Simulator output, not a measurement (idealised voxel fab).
This is a process module. Its name is voxel capacitor over wiring.
This is section cut - it's 140 nm across, gridded in 5 nm square cells.
Bands, listed from the top down, are how a cross-section gets written in this document; the cross-section itself is a grid of square cells, and a band is one or more rows of them.
Band: top and bottom heights (nm) first, top before bottom; then materials from left to right, widths in nm. "throughout" marks a sole material filling the band edge to edge. "air" denotes empty space.
Note: height 0 marks the level under which the wafer is uniformly one material as received. Lowest band unbounded below, written "0 nm and below".
Width: "30->40" (first number = top row, second number = bottom row, same change from row to row of cells).
"no change occurred" for a step: no cell of the cross-section changed in that step.
Reported under the label "Cavities, closed" are the empty spaces having no open way to the top and comprising 8 cells or more; the notation for each is width x height at distance, in which the distance is measured from the left edge and all three values are in nm.
Read whatever lies past the settings on a step's line as the simulator's own remark about the step.
overlay nm, on a step with a mask: how far to the right of its planned place the mask lay; to the left if negative

Planned process steps:
1) RECEIVE [material Si]
2) CONFORMAL_DEP [material SiO2] [thk nm 10]
3) CONFORMAL_DEP [material SiN] [thk nm 5]
4) DIRECTIONAL_DEP [material lowk] [thk nm 20]
5) MASKED_ETCH [tone open] [mask id METAL_1] [width nm 20] [pitch nm 85] [etch materials lowk] [depth nm 20] [overlay nm 0]
6) MASKED_ETCH [tone open] [mask id METAL_1] [width nm 20] [pitch nm 85] [etch materials SiN] [depth nm 5] [overlay nm 0]
7) CONFORMAL_DEP [material TiN] [thk nm 5]
8) FILL_DEP [material Ru] [thk nm 10]
9) CMP [height nm 35]
10) CONFORMAL_DEP [material SiCN] [thk nm 5]
11) DIRECTIONAL_DEP [material SiO2] [thk nm 10]
12) MASKED_ETCH [tone open] [mask id PLUG_1] [width nm 15] [etch materials SiO2] [depth nm 10] [overlay nm 0]
13) MASKED_ETCH [tone open] [mask id PLUG_1] [width nm 15] [etch materials SiCN] [depth nm 5] [overlay nm 0]
14) EPI [material Ru] [thk nm 10]
15) EPI [material Ru] [thk nm 5]
16) DIRECTIONAL_DEP [material TiN] [thk nm 5]
17) DIRECTIONAL_DEP [material SiN] [thk nm 5]
18) DIRECTIONAL_DEP [material TiN] [thk nm 10]
19) DIRECTIONAL_DEP [material aC] [thk nm 10]
20) PATTERN [tone cover] [mask id UPPER_PLATE] [material resist] [width nm 70] [thk nm 30] [overlay nm 0]
21) DIRECTIONAL_ETCH [etch materials aC] [depth nm 10]
22) STRIP [etch materials resist]
23) DIRECTIONAL_ETCH [etch materials TiN] [depth nm 10]
24) DIRECTIONAL_ETCH [etch materials SiN] [depth nm 5]
25) STRIP [etch materials aC]
26) DIRECTIONAL_DEP [material aC] [thk nm 15]
27) PATTERN [tone cover] [mask id LOWER_PLATE] [material resist] [width nm 80] [thk nm 35] [overlay nm 0]
28) DIRECTIONAL_ETCH [etch materials aC] [depth nm 15]
29) STRIP [etch materials resist]
30) DIRECTIONAL_ETCH [etch materials TiN] [depth nm 5]
31) STRIP [etch materials aC]
32) FILL_DEP [material SiO2] [thk nm 15]
33) CMP [height nm 80]
34) PATTERN [tone open] [mask id PLUG_2] [material resist] [width nm 15] [thk nm 15] [overlay nm 0]
35) DIRECTIONAL_ETCH [etch materials SiO2] [depth nm 10]
36) STRIP [etch materials resist]
37) CONFORMAL_DEP [material TiN] [thk nm 5]
38) FILL_DEP [material Cu] [thk nm 10]
39) CMP [height nm 80]
40) CONFORMAL_DEP [material SiN] [thk nm 5]

Incoming wafer, cross-sectional view, post step 1:
- 0 nm and below  Si throughout
- Cavities, closed: none

First of two wafers at the end of the module, shown in cross-section; run carried out as planned:
- 85 nm to 80 nm  SiN throughout
- 80 nm to 75 nm  SiO2: 30 / TiN: 5 / Cu: 5 / TiN: 5 / SiO2: 95
- 75 nm to 70 nm  SiO2: 30 / TiN: 15 / SiO2: 95
- 70 nm to 60 nm  SiO2: 20 / TiN: 70 / SiO2: 50
- 60 nm to 55 nm  SiO2: 20 / SiN: 70 / SiO2: 50
- 55 nm to 50 nm  SiO2: 15 / TiN: 80 / SiO2: 45
- 50 nm to 40 nm  SiO2: 20 / Ru: 15 / SiO2: 105
- 40 nm to 35 nm  SiCN: 20 / Ru: 15 / SiCN: 105
- 35 nm to 15 nm  lowk: 15 / TiN: 5 / Ru: 10 / TiN: 5 / lowk: 65 / TiN: 5 / Ru: 10 / TiN: 5 / lowk: 20
- 15 nm to 10 nm  SiN: 15 / TiN: 20 / SiN: 65 / TiN: 20 / SiN: 20
- 10 nm to 0 nm  SiO2 throughout
- 0 nm and below  Si throughout
- Cavities, closed: none

Cross-sectional view: second of two wafers, end of module; start and plan identical to the first, one mistake in running:
- 85 nm to 80 nm  SiN throughout
- 80 nm to 70 nm  SiO2: 20 / TiN: 25 / SiO2: 95
- 70 nm to 65 nm  SiO2: 20 / SiN: 25 / TiN: 45 / SiO2: 50
- 65 nm to 60 nm  SiO2: 15 / TiN: 75 / SiO2: 50
- 60 nm to 55 nm  SiO2: 10 / Ru: 35 / SiN: 45 / SiO2: 50
- 55 nm to 50 nm  SiO2: 10 / Ru: 35 / TiN: 50 / SiO2: 45
- 50 nm to 40 nm  SiO2: 20 / Ru: 15 / SiO2: 105
- 40 nm to 35 nm  SiCN: 20 / Ru: 15 / SiCN: 105
- 35 nm to 15 nm  lowk: 15 / TiN: 5 / Ru: 10 / TiN: 5 / lowk: 65 / TiN: 5 / Ru: 10 / TiN: 5 / lowk: 20
- 15 nm to 10 nm  SiN: 15 / TiN: 20 / SiN: 65 / TiN: 20 / SiN: 20
- 10 nm to 0 nm  SiO2 throughout
- 0 nm and below  Si throughout
- Cavities, closed: none
Misprocessing identified: step 14, plan: ran twice
Materials where the second wafer ends with more or fewer cells than the first: -1 Cu | +14 Ru | -8 SiO2 | -5 TiN
